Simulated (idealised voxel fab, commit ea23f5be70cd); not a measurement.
process module | voxel ribs on slabs
cross-section cut | 150 nm wide | cells 5 nm
A cross-section is a grid of square cells, given in bands from the top down. A band is one or more rows of cells.
Each band's line starts with the height of the band's top and of its bottom, in nm. Then come its materials from left to right, each with its width in nm. One material with "throughout" fills the band from edge to edge. "air" is empty space.
Height 0 is the level under which the wafer as received is all one material. The lowest band goes on downwards, as in "0 down".
A width such as "30 to 40" changes by the same amount from each row of cells to the next, from the band's top row to its bottom row.
"no change" after a step means that no cell of the cross-section changed.
closed voids: empty space of 8 cells or more with no open way to the top, each as width x height at its distance from the left edge, in nm
after a step's settings: what the simulator itself notes on the step
overlay nm, on a step with a mask: how far to the right of its planned place the mask lay; to the left if negative
plan
1 op RECEIVE | material Si
2 op DIRECTIONAL_DEP | material SiO2 | thk nm 25
3 op DIRECTIONAL_DEP | material polySi | thk nm 15
4 op DIRECTIONAL_DEP | material aC | thk nm 10
5 op PATTERN | tone cover | mask id RIB | material resist | width nm 15 | thk nm 25 | overlay nm 0
6 op DIRECTIONAL_ETCH | etch materials aC | depth nm 10
7 op STRIP | etch materials resist
8 op DIRECTIONAL_ETCH | etch materials polySi | depth nm 10
9 op STRIP | etch materials aC
10 op DIRECTIONAL_DEP | material aC | thk nm 15
11 op PATTERN | tone cover | mask id SLAB | material resist | width nm 55 | thk nm 35 | overlay nm 0
12 op DIRECTIONAL_ETCH | etch materials aC | depth nm 15
13 op STRIP | etch materials resist
14 op DIRECTIONAL_ETCH | etch materials polySi | depth nm 5
15 op STRIP | etch materials aC
16 op FILL_DEP | material SiO2 | thk nm 15
17 op CMP | height nm 50
18 op DIRECTIONAL_DEP | material TiN | thk nm 10
19 op DIRECTIONAL_DEP | material aC | thk nm 15
20 op PATTERN | tone cover | mask id HEATER | material resist | width nm 25 | thk nm 35 | overlay nm 0
21 op DIRECTIONAL_ETCH | etch materials aC | depth nm 15
22 op STRIP | etch materials resist
23 op DIRECTIONAL_ETCH | etch materials TiN | depth nm 10
24 op STRIP | etch materials aC
25 op CONFORMAL_DEP | material SiN | thk nm 5
first wafer, as planned
as received, after step 1
  0 down: Si throughout
  closed voids: none
after step 2
  25 to 0: SiO2 throughout
  below 0: unchanged
after step 3
  40 to 25: polySi throughout
  below 25: unchanged
after step 4
  50 to 40: aC throughout
  below 40: unchanged
after step 5
  75 to 50: air 65 | resist 15 | air 70
  below 50: unchanged
after step 6
  65 to 50: air 65 | resist 15 | air 70
  50 to 40: air 65 | aC 15 | air 70
  below 40: unchanged
after step 7
  50 to 40: air 65 | aC 15 | air 70
  below 40: unchanged
after step 8
  50 to 40: air 65 | aC 15 | air 70
  40 to 30: air 65 | polySi 15 | air 70
  below 30: unchanged
after step 9
  40 to 30: air 65 | polySi 15 | air 70
  below 30: unchanged
after step 10
  55 to 45: air 65 | aC 15 | air 70
  45 to 40: aC throughout
  40 to 30: aC 65 | polySi 15 | aC 70
  below 30: unchanged
after step 11
  90 to 55: air 45 | resist 55 | air 50
  55 to 45: air 45 | resist 20 | aC 15 | resist 20 | air 50
  below 45: unchanged
after step 12
  75 to 55: air 45 | resist 55 | air 50
  55 to 45: air 45 | resist 20 | aC 15 | resist 20 | air 50
  45 to 40: air 45 | aC 55 | air 50
  40 to 30: air 45 | aC 20 | polySi 15 | aC 20 | air 50
  below 30: unchanged
after step 13
  55 to 45: air 65 | aC 15 | air 70
  below 45: unchanged
after step 14
  55 to 45: air 65 | aC 15 | air 70
  45 to 40: air 45 | aC 55 | air 50
  40 to 30: air 45 | aC 20 | polySi 15 | aC 20 | air 50
  30 to 25: air 45 | polySi 55 | air 50
  below 25: unchanged
after step 15
  40 to 30: air 65 | polySi 15 | air 70
  below 30: unchanged
after step 16
  55 to 40: SiO2 throughout
  40 to 30: SiO2 65 | polySi 15 | SiO2 70
  30 to 25: SiO2 45 | polySi 55 | SiO2 50
  below 25: unchanged
after step 17
  50 to 40: SiO2 throughout
  below 40: unchanged
after step 18
  60 to 50: TiN throughout
  below 50: unchanged
after step 19
  75 to 60: aC throughout
  below 60: unchanged
after step 20
  110 to 75: air 60 | resist 25 | air 65
  below 75: unchanged
after step 21
  95 to 75: air 60 | resist 25 | air 65
  75 to 60: air 60 | aC 25 | air 65
  below 60: unchanged
after step 22
  75 to 60: air 60 | aC 25 | air 65
  below 60: unchanged
after step 23
  75 to 60: air 60 | aC 25 | air 65
  60 to 50: air 60 | TiN 25 | air 65
  below 50: unchanged
after step 24
  60 to 50: air 60 | TiN 25 | air 65
  below 50: unchanged
after step 25
  65 to 60: air 55 | SiN 35 | air 60
  60 to 55: air 55 | SiN 5 | TiN 25 | SiN 5 | air 60
  55 to 50: SiN 60 | TiN 25 | SiN 65
  below 50: unchanged
second wafer: like start, like plan, one mistake. Through step 24 it matches the first wafer
when step 25 should have ended: no change
what went wrong: step 25 was left out
at the end the second wafer has, in cells: 34 fewer of SiN
